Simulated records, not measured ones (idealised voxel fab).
process module | voxel transistor to metal
cross-section cut | 160 nm wide | cells 5 nm
A cross-section is a grid of square cells, given in bands from the top down. A band is one or more rows of cells.
Each band's line starts with the height of the band's top and of its bottom, in nm. Then come its materials from left to right, each with its width in nm. One material with "throughout" fills the band from edge to edge. "air" is empty space.
Height 0 is the level under which the wafer as received is all one material. The lowest band goes on downwards, as in "0 down".
A width such as "30 to 40" changes by the same amount from each row of cells to the next, from the band's top row to its bottom row.
"no change" after a step means that no cell of the cross-section changed.
closed voids: empty space of 8 cells or more with no open way to the top, each as width x height at its distance from the left edge, in nm
after a step's settings: what the simulator itself notes on the step
overlay nm, on a step with a mask: how far to the right of its planned place the mask lay; to the left if negative
plan
1 op RECEIVE | material Si
2 op OXIDIZE | depth nm 5
3 op CONFORMAL_DEP | material SiN | thk nm 10
4 op MASKED_ETCH | tone cover | mask id ACTIVE | width nm 100 | etch materials SiN | depth nm 10 | overlay nm 0
5 op MASKED_ETCH | tone cover | mask id ACTIVE | width nm 100 | etch materials SiO2 | depth nm 5 | overlay nm 0
6 op MASKED_ETCH | tone cover | mask id ACTIVE | width nm 100 | etch materials Si | depth nm 25 | overlay nm 0
7 op OXIDIZE | depth nm 5
8 op FILL_DEP | material SiO2 | thk nm 15
9 op CMP | height nm 10
10 op SELECTIVE_ETCH | etch materials SiO2 | depth nm 5
11 op STRIP | etch materials SiN
12 op SELECTIVE_ETCH | etch materials SiO2 | depth nm 5
13 op OXIDIZE | depth nm 5
14 op DIRECTIONAL_DEP | material polySi | thk nm 30
15 op DIRECTIONAL_DEP | material SiCN | thk nm 10
16 op MASKED_ETCH | tone cover | mask id GATE | width nm 20 | etch materials SiCN | depth nm 20 | overlay nm 0
17 op MASKED_ETCH | tone cover | mask id GATE | width nm 20 | etch materials polySi | depth nm 40 | overlay nm 0
18 op CONFORMAL_DEP | material SiN | thk nm 5
19 op DIRECTIONAL_ETCH | etch materials SiN | depth nm 5
20 op DIRECTIONAL_ETCH | etch materials SiO2 | depth nm 5
21 op EPI | material pSi | thk nm 5
22 op FILL_DEP | material SiO2 | thk nm 10
23 op CMP | height nm 35
24 op DIRECTIONAL_DEP | material SiO2 | thk nm 15
25 op MASKED_ETCH | tone open | mask id CONTACT | width nm 15 | pitch nm 75 | etch materials SiO2 | depth nm 55 | overlay nm 0
26 op CONFORMAL_DEP | material TiN | thk nm 5
27 op FILL_DEP | material Ru | thk nm 5
28 op CMP | height nm 50
29 op CONFORMAL_DEP | material SiCN | thk nm 5
30 op DIRECTIONAL_DEP | material SiO2 | thk nm 25
31 op PATTERN | tone open | mask id METAL_1 | material resist | width nm 15 | pitch nm 75 | thk nm 15 | overlay nm 0
32 op DIRECTIONAL_ETCH | etch materials SiO2 | depth nm 25
33 op DIRECTIONAL_ETCH | etch materials SiCN | depth nm 5
34 op STRIP | etch materials resist
35 op CONFORMAL_DEP | material TiN | thk nm 5
36 op FILL_DEP | material Ru | thk nm 5
37 op CMP | height nm 80
38 op EPI | material Ru | thk nm 5
39 op FILL_DEP | material SiCN | thk nm 5
first wafer, as planned
as received, after step 1
  0 down: Si throughout
  closed voids: none
after step 2
  0 to -5: SiO2 throughout
  below -5: unchanged
after step 3
  10 to 0: SiN throughout
  below 0: unchanged
after step 4
  10 to 0: air 30 | SiN 100 | air 30
  below 0: unchanged
after step 5
  10 to 0: air 30 | SiN 100 | air 30
  0 to -5: air 30 | SiO2 100 | air 30
  below -5: unchanged
after step 6
  10 to 0: air 30 | SiN 100 | air 30
  0 to -5: air 30 | SiO2 100 | air 30
  -5 to -30: air 30 | Si 100 | air 30
  below -30: unchanged
after step 7
  10 to 0: air 30 | SiN 100 | air 30
  0 to -5: air 30 | SiO2 100 | air 30
  -5 to -30: air 30 | SiO2 5 | Si 90 | SiO2 5 | air 30
  -30 to -35: SiO2 35 | Si 90 | SiO2 35
  below -35: unchanged
after step 8
  25 to 10: SiO2 throughout
  10 to 0: SiO2 30 | SiN 100 | SiO2 30
  0 to -5: SiO2 throughout
  -5 to -35: SiO2 35 | Si 90 | SiO2 35
  below -35: unchanged
after step 9
  10 to 0: SiO2 30 | SiN 100 | SiO2 30
  below 0: unchanged
after step 10
  10 to 5: air 30 | SiN 100 | air 30
  below 5: unchanged
after step 11
  5 to 0: SiO2 30 | air 100 | SiO2 30
  below 0: unchanged
after step 12
  0 to -5: SiO2 25 | air 110 | SiO2 25
  below -5: unchanged
after step 13
  0 to -5: SiO2 25 | air 110 | SiO2 25
  -5 to -10: SiO2 throughout
  below -10: unchanged
after step 14
  30 to 25: polySi 25 | air 110 | polySi 25
  25 to 0: polySi throughout
  0 to -5: SiO2 25 | polySi 110 | SiO2 25
  below -5: unchanged
after step 15
  40 to 35: SiCN 25 | air 110 | SiCN 25
  35 to 30: SiCN throughout
  30 to 25: polySi 25 | SiCN 110 | polySi 25
  below 25: unchanged
after step 16
  35 to 30: air 70 | SiCN 20 | air 70
  30 to 25: polySi 25 | air 45 | SiCN 20 | air 45 | polySi 25
  below 25: unchanged
after step 17
  35 to 25: air 70 | SiCN 20 | air 70
  25 to 0: air 70 | polySi 20 | air 70
  0 to -5: SiO2 25 | air 45 | polySi 20 | air 45 | SiO2 25
  below -5: unchanged
after step 18
  40 to 35: air 65 | SiN 30 | air 65
  35 to 25: air 65 | SiN 5 | SiCN 20 | SiN 5 | air 65
  25 to 5: air 65 | SiN 5 | polySi 20 | SiN 5 | air 65
  5 to 0: SiN 30 | air 35 | SiN 5 | polySi 20 | SiN 5 | air 35 | SiN 30
  0 to -5: SiO2 25 | SiN 45 | polySi 20 | SiN 45 | SiO2 25
  below -5: unchanged
after step 19
  35 to 25: air 65 | SiN 5 | SiCN 20 | SiN 5 | air 65
  25 to 0: air 65 | SiN 5 | polySi 20 | SiN 5 | air 65
  0 to -5: SiO2 25 | SiN 5 | air 35 | SiN 5 | polySi 20 | SiN 5 | air 35 | SiN 5 | SiO2 25
  below -5: unchanged
after step 20
  35 to 25: air 65 | SiN 5 | SiCN 20 | SiN 5 | air 65
  25 to 0: air 65 | SiN 5 | polySi 20 | SiN 5 | air 65
  0 to -5: air 25 | SiN 5 | air 35 | SiN 5 | polySi 20 | SiN 5 | air 35 | SiN 5 | air 25
  -5 to -10: SiO2 30 | air 35 | SiO2 30 | air 35 | SiO2 30
  below -10: unchanged
after step 21
  35 to 25: air 65 | SiN 5 | SiCN 20 | SiN 5 | air 65
  25 to 0: air 65 | SiN 5 | polySi 20 | SiN 5 | air 65
  0 to -5: air 25 | SiN 5 | air 35 | SiN 5 | polySi 20 | SiN 5 | air 35 | SiN 5 | air 25
  -5 to -10: SiO2 30 | pSi 35 | SiO2 30 | pSi 35 | SiO2 30
  below -10: unchanged
after step 22
  45 to 35: SiO2 throughout
  35 to 25: SiO2 65 | SiN 5 | SiCN 20 | SiN 5 | SiO2 65
  25 to 0: SiO2 65 | SiN 5 | polySi 20 | SiN 5 | SiO2 65
  0 to -5: SiO2 25 | SiN 5 | SiO2 35 | SiN 5 | polySi 20 | SiN 5 | SiO2 35 | SiN 5 | SiO2 25
  below -5: unchanged
after step 23
  35 to 25: SiO2 65 | SiN 5 | SiCN 20 | SiN 5 | SiO2 65
  below 25: unchanged
after step 24
  50 to 35: SiO2 throughout
  below 35: unchanged
after step 25
  50 to 35: SiO2 35 | air 15 | SiO2 60 | air 15 | SiO2 35
  35 to 25: SiO2 35 | air 15 | SiO2 15 | SiN 5 | SiCN 20 | SiN 5 | SiO2 15 | air 15 | SiO2 35
  25 to 0: SiO2 35 | air 15 | SiO2 15 | SiN 5 | polySi 20 | SiN 5 | SiO2 15 | air 15 | SiO2 35
  0 to -5: SiO2 25 | SiN 5 | SiO2 5 | air 15 | SiO2 15 | SiN 5 | polySi 20 | SiN 5 | SiO2 15 | air 15 | SiO2 5 | SiN 5 | SiO2 25
  below -5: unchanged
after step 26
  55 to 50: TiN 40 | air 5 | TiN 70 | air 5 | TiN 40
  50 to 35: SiO2 35 | TiN 5 | air 5 | TiN 5 | SiO2 60 | TiN 5 | air 5 | TiN 5 | SiO2 35
  35 to 25: SiO2 35 | TiN 5 | air 5 | TiN 5 | SiO2 15 | SiN 5 | SiCN 20 | SiN 5 | SiO2 15 | TiN 5 | air 5 | TiN 5 | SiO2 35
  25 to 0: SiO2 35 | TiN 5 | air 5 | TiN 5 | SiO2 15 | SiN 5 | polySi 20 | SiN 5 | SiO2 15 | TiN 5 | air 5 | TiN 5 | SiO2 35
  0 to -5: SiO2 25 | SiN 5 | SiO2 5 | TiN 15 | SiO2 15 | SiN 5 | polySi 20 | SiN 5 | SiO2 15 | TiN 15 | SiO2 5 | SiN 5 | SiO2 25
  below -5: unchanged
after step 27
  60 to 55: Ru throughout
  55 to 50: TiN 40 | Ru 5 | TiN 70 | Ru 5 | TiN 40
  50 to 35: SiO2 35 | TiN 5 | Ru 5 | TiN 5 | SiO2 60 | TiN 5 | Ru 5 | TiN 5 | SiO2 35
  35 to 25: SiO2 35 | TiN 5 | Ru 5 | TiN 5 | SiO2 15 | SiN 5 | SiCN 20 | SiN 5 | SiO2 15 | TiN 5 | Ru 5 | TiN 5 | SiO2 35
  25 to 0: SiO2 35 | TiN 5 | Ru 5 | TiN 5 | SiO2 15 | SiN 5 | polySi 20 | SiN 5 | SiO2 15 | TiN 5 | Ru 5 | TiN 5 | SiO2 35
  below 0: unchanged
after step 28
  50 to 35: SiO2 35 | TiN 5 | Ru 5 | TiN 5 | SiO2 60 | TiN 5 | Ru 5 | TiN 5 | SiO2 35
  below 35: unchanged
after step 29
  55 to 50: SiCN throughout
  below 50: unchanged
after step 30
  80 to 55: SiO2 throughout
  below 55: unchanged
after step 31
  95 to 80: resist 35 | air 15 | resist 60 | air 15 | resist 35
  below 80: unchanged
after step 32
  95 to 80: resist 35 | air 15 | resist 60 | air 15 | resist 35
  80 to 55: SiO2 35 | air 15 | SiO2 60 | air 15 | SiO2 35
  below 55: unchanged
after step 33
  95 to 80: resist 35 | air 15 | resist 60 | air 15 | resist 35
  80 to 55: SiO2 35 | air 15 | SiO2 60 | air 15 | SiO2 35
  55 to 50: SiCN 35 | air 15 | SiCN 60 | air 15 | SiCN 35
  below 50: unchanged
after step 34
  80 to 55: SiO2 35 | air 15 | SiO2 60 | air 15 | SiO2 35
  below 55: unchanged
after step 35
  85 to 80: TiN 40 | air 5 | TiN 70 | air 5 | TiN 40
  80 to 55: SiO2 35 | TiN 5 | air 5 | TiN 5 | SiO2 60 | TiN 5 | air 5 | TiN 5 | SiO2 35
  55 to 50: SiCN 35 | TiN 15 | SiCN 60 | TiN 15 | SiCN 35
  below 50: unchanged
after step 36
  90 to 85: Ru throughout
  85 to 80: TiN 40 | Ru 5 | TiN 70 | Ru 5 | TiN 40
  80 to 55: SiO2 35 | TiN 5 | Ru 5 | TiN 5 | SiO2 60 | TiN 5 | Ru 5 | TiN 5 | SiO2 35
  below 55: unchanged
after step 37
  80 to 55: SiO2 35 | TiN 5 | Ru 5 | TiN 5 | SiO2 60 | TiN 5 | Ru 5 | TiN 5 | SiO2 35
  below 55: unchanged
after step 38
  85 to 80: air 30 | Ru 25 | air 50 | Ru 25 | air 30
  below 80: unchanged
after step 39
  90 to 85: SiCN throughout
  85 to 80: SiCN 30 | Ru 25 | SiCN 50 | Ru 25 | SiCN 30
  below 80: unchanged
second wafer: like start, like plan, one mistake. Through step 5 it matches the first wafer
when step 6 should have ended
  10 to 0: air 30 | SiN 100 | air 30
  0 to -5: air 30 | SiO2 100 | air 30
  -5 to -55: air 30 | Si 100 | air 30
  below -55: unchanged
when step 7 should have ended
  10 to 0: air 30 | SiN 100 | air 30
  0 to -5: air 30 | SiO2 100 | air 30
  -5 to -55: air 30 | SiO2 5 | Si 90 | SiO2 5 | air 30
  -55 to -60: SiO2 35 | Si 90 | SiO2 35
  below -60: unchanged
when step 8 should have ended
  25 to 10: SiO2 throughout
  10 to 0: SiO2 30 | SiN 100 | SiO2 30
  0 to -5: SiO2 throughout
  -5 to -60: SiO2 35 | Si 90 | SiO2 35
  below -60: unchanged
when step 9 should have ended
  10 to 0: SiO2 30 | SiN 100 | SiO2 30
  below 0: unchanged
when step 10 should have ended
  10 to 5: air 30 | SiN 100 | air 30
  below 5: unchanged
when step 11 should have ended
  5 to 0: SiO2 30 | air 100 | SiO2 30
  below 0: unchanged
when step 12 should have ended
  0 to -5: SiO2 25 | air 110 | SiO2 25
  below -5: unchanged
when step 13 should have ended
  0 to -5: SiO2 25 | air 110 | SiO2 25
  -5 to -10: SiO2 throughout
  below -10: unchanged
when step 14 should have ended
  30 to 25: polySi 25 | air 110 | polySi 25
  25 to 0: polySi throughout
  0 to -5: SiO2 25 | polySi 110 | SiO2 25
  below -5: unchanged
when step 15 should have ended
  40 to 35: SiCN 25 | air 110 | SiCN 25
  35 to 30: SiCN throughout
  30 to 25: polySi 25 | SiCN 110 | polySi 25
  below 25: unchanged
when step 16 should have ended
  35 to 30: air 70 | SiCN 20 | air 70
  30 to 25: polySi 25 | air 45 | SiCN 20 | air 45 | polySi 25
  below 25: unchanged
when step 17 should have ended
  35 to 25: air 70 | SiCN 20 | air 70
  25 to 0: air 70 | polySi 20 | air 70
  0 to -5: SiO2 25 | air 45 | polySi 20 | air 45 | SiO2 25
  below -5: unchanged
when step 18 should have ended
  40 to 35: air 65 | SiN 30 | air 65
  35 to 25: air 65 | SiN 5 | SiCN 20 | SiN 5 | air 65
  25 to 5: air 65 | SiN 5 | polySi 20 | SiN 5 | air 65
  5 to 0: SiN 30 | air 35 | SiN 5 | polySi 20 | SiN 5 | air 35 | SiN 30
  0 to -5: SiO2 25 | SiN 45 | polySi 20 | SiN 45 | SiO2 25
  below -5: unchanged
when step 19 should have ended
  35 to 25: air 65 | SiN 5 | SiCN 20 | SiN 5 | air 65
  25 to 0: air 65 | SiN 5 | polySi 20 | SiN 5 | air 65
  0 to -5: SiO2 25 | SiN 5 | air 35 | SiN 5 | polySi 20 | SiN 5 | air 35 | SiN 5 | SiO2 25
  below -5: unchanged
when step 20 should have ended
  35 to 25: air 65 | SiN 5 | SiCN 20 | SiN 5 | air 65
  25 to 0: air 65 | SiN 5 | polySi 20 | SiN 5 | air 65
  0 to -5: air 25 | SiN 5 | air 35 | SiN 5 | polySi 20 | SiN 5 | air 35 | SiN 5 | air 25
  -5 to -10: SiO2 30 | air 35 | SiO2 30 | air 35 | SiO2 30
  below -10: unchanged
when step 21 should have ended
  35 to 25: air 65 | SiN 5 | SiCN 20 | SiN 5 | air 65
  25 to 0: air 65 | SiN 5 | polySi 20 | SiN 5 | air 65
  0 to -5: air 25 | SiN 5 | air 35 | SiN 5 | polySi 20 | SiN 5 | air 35 | SiN 5 | air 25
  -5 to -10: SiO2 30 | pSi 35 | SiO2 30 | pSi 35 | SiO2 30
  below -10: unchanged
when step 22 should have ended
  45 to 35: SiO2 throughout
  35 to 25: SiO2 65 | SiN 5 | SiCN 20 | SiN 5 | SiO2 65
  25 to 0: SiO2 65 | SiN 5 | polySi 20 | SiN 5 | SiO2 65
  0 to -5: SiO2 25 | SiN 5 | SiO2 35 | SiN 5 | polySi 20 | SiN 5 | SiO2 35 | SiN 5 | SiO2 25
  below -5: unchanged
when step 23 should have ended
  35 to 25: SiO2 65 | SiN 5 | SiCN 20 | SiN 5 | SiO2 65
  below 25: unchanged
when step 24 should have ended
  50 to 35: SiO2 throughout
  below 35: unchanged
when step 25 should have ended
  50 to 35: SiO2 35 | air 15 | SiO2 60 | air 15 | SiO2 35
  35 to 25: SiO2 35 | air 15 | SiO2 15 | SiN 5 | SiCN 20 | SiN 5 | SiO2 15 | air 15 | SiO2 35
  25 to 0: SiO2 35 | air 15 | SiO2 15 | SiN 5 | polySi 20 | SiN 5 | SiO2 15 | air 15 | SiO2 35
  0 to -5: SiO2 25 | SiN 5 | SiO2 5 | air 15 | SiO2 15 | SiN 5 | polySi 20 | SiN 5 | SiO2 15 | air 15 | SiO2 5 | SiN 5 | SiO2 25
  below -5: unchanged
when step 26 should have ended
  55 to 50: TiN 40 | air 5 | TiN 70 | air 5 | TiN 40
  50 to 35: SiO2 35 | TiN 5 | air 5 | TiN 5 | SiO2 60 | TiN 5 | air 5 | TiN 5 | SiO2 35
  35 to 25: SiO2 35 | TiN 5 | air 5 | TiN 5 | SiO2 15 | SiN 5 | SiCN 20 | SiN 5 | SiO2 15 | TiN 5 | air 5 | TiN 5 | SiO2 35
  25 to 0: SiO2 35 | TiN 5 | air 5 | TiN 5 | SiO2 15 | SiN 5 | polySi 20 | SiN 5 | SiO2 15 | TiN 5 | air 5 | TiN 5 | SiO2 35
  0 to -5: SiO2 25 | SiN 5 | SiO2 5 | TiN 15 | SiO2 15 | SiN 5 | polySi 20 | SiN 5 | SiO2 15 | TiN 15 | SiO2 5 | SiN 5 | SiO2 25
  below -5: unchanged
when step 27 should have ended
  60 to 55: Ru throughout
  55 to 50: TiN 40 | Ru 5 | TiN 70 | Ru 5 | TiN 40
  50 to 35: SiO2 35 | TiN 5 | Ru 5 | TiN 5 | SiO2 60 | TiN 5 | Ru 5 | TiN 5 | SiO2 35
  35 to 25: SiO2 35 | TiN 5 | Ru 5 | TiN 5 | SiO2 15 | SiN 5 | SiCN 20 | SiN 5 | SiO2 15 | TiN 5 | Ru 5 | TiN 5 | SiO2 35
  25 to 0: SiO2 35 | TiN 5 | Ru 5 | TiN 5 | SiO2 15 | SiN 5 | polySi 20 | SiN 5 | SiO2 15 | TiN 5 | Ru 5 | TiN 5 | SiO2 35
  below 0: unchanged
when step 28 should have ended
  50 to 35: SiO2 35 | TiN 5 | Ru 5 | TiN 5 | SiO2 60 | TiN 5 | Ru 5 | TiN 5 | SiO2 35
  below 35: unchanged
when step 29 should have ended
  55 to 50: SiCN throughout
  below 50: unchanged
when step 30 should have ended
  80 to 55: SiO2 throughout
  below 55: unchanged
when step 31 should have ended
  95 to 80: resist 35 | air 15 | resist 60 | air 15 | resist 35
  below 80: unchanged
when step 32 should have ended
  95 to 80: resist 35 | air 15 | resist 60 | air 15 | resist 35
  80 to 55: SiO2 35 | air 15 | SiO2 60 | air 15 | SiO2 35
  below 55: unchanged
when step 33 should have ended
  95 to 80: resist 35 | air 15 | resist 60 | air 15 | resist 35
  80 to 55: SiO2 35 | air 15 | SiO2 60 | air 15 | SiO2 35
  55 to 50: SiCN 35 | air 15 | SiCN 60 | air 15 | SiCN 35
  below 50: unchanged
when step 34 should have ended
  80 to 55: SiO2 35 | air 15 | SiO2 60 | air 15 | SiO2 35
  below 55: unchanged
when step 35 should have ended
  85 to 80: TiN 40 | air 5 | TiN 70 | air 5 | TiN 40
  80 to 55: SiO2 35 | TiN 5 | air 5 | TiN 5 | SiO2 60 | TiN 5 | air 5 | TiN 5 | SiO2 35
  55 to 50: SiCN 35 | TiN 15 | SiCN 60 | TiN 15 | SiCN 35
  below 50: unchanged
when step 36 should have ended
  90 to 85: Ru throughout
  85 to 80: TiN 40 | Ru 5 | TiN 70 | Ru 5 | TiN 40
  80 to 55: SiO2 35 | TiN 5 | Ru 5 | TiN 5 | SiO2 60 | TiN 5 | Ru 5 | TiN 5 | SiO2 35
  below 55: unchanged
when step 37 should have ended
  80 to 55: SiO2 35 | TiN 5 | Ru 5 | TiN 5 | SiO2 60 | TiN 5 | Ru 5 | TiN 5 | SiO2 35
  below 55: unchanged
when step 38 should have ended
  85 to 80: air 30 | Ru 25 | air 50 | Ru 25 | air 30
  below 80: unchanged
when step 39 should have ended
  90 to 85: SiCN throughout
  85 to 80: SiCN 30 | Ru 25 | SiCN 50 | Ru 25 | SiCN 30
  below 80: unchanged
what went wrong: step 6 was run twice
at the end the second wafer has, in cells: 70 fewer of Si | 70 more of SiO2
